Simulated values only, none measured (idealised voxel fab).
process module | voxel local oxidation
cross-section cut | 160 nm wide | cells 5 nm
A cross-section is a grid of square cells, given in bands from the top down. A band is one or more rows of cells.
Each band's line starts with the height of the band's top and of its bottom, in nm. Then come its materials from left to right, each with its width in nm. One material with "throughout" fills the band from edge to edge. "air" is empty space.
Height 0 is the level under which the wafer as received is all one material. The lowest band goes on downwards, as in "0 down".
A width such as "30 to 40" changes by the same amount from each row of cells to the next, from the band's top row to its bottom row.
"no change" after a step means that no cell of the cross-section changed.
closed voids: empty space of 8 cells or more with no open way to the top, each as width x height at its distance from the left edge, in nm
after a step's settings: what the simulator itself notes on the step
overlay nm, on a step with a mask: how far to the right of its planned place the mask lay; to the left if negative
plan
1 op RECEIVE | material Si
2 op OXIDIZE | depth nm 5
3 op CONFORMAL_DEP | material SiN | thk nm 10
4 op DIRECTIONAL_DEP | material aC | thk nm 10
5 op PATTERN | tone cover | mask id ACTIVE | material resist | width nm 95 | thk nm 30 | overlay nm 0
6 op DIRECTIONAL_ETCH | etch materials aC | depth nm 10
7 op STRIP | etch materials resist
8 op DIRECTIONAL_ETCH | etch materials SiN | depth nm 10
9 op STRIP | etch materials aC
10 op SELECTIVE_ETCH | etch materials SiO2 | depth nm 5
11 op OXIDIZE | depth nm 15
12 op STRIP | etch materials SiN
as received, after step 1
  0 down: Si throughout
  closed voids: none
first wafer at the end, as planned
  0 to -5: air 35 | SiO2 85 | air 40
  -5 to -20: SiO2 50 | Si 55 | SiO2 55
  -20 down: Si throughout
  closed voids: none
second wafer at the end: like start, like plan, one mistake
  5 to -5: SiO2 throughout
  -5 down: Si throughout
  closed voids: none
what went wrong: step 3 ran as: op CONFORMAL_DEP | material SiO2 | thk nm 10
at the end the second wafer has, in cells: 63 more of Si | 16 fewer of SiO2
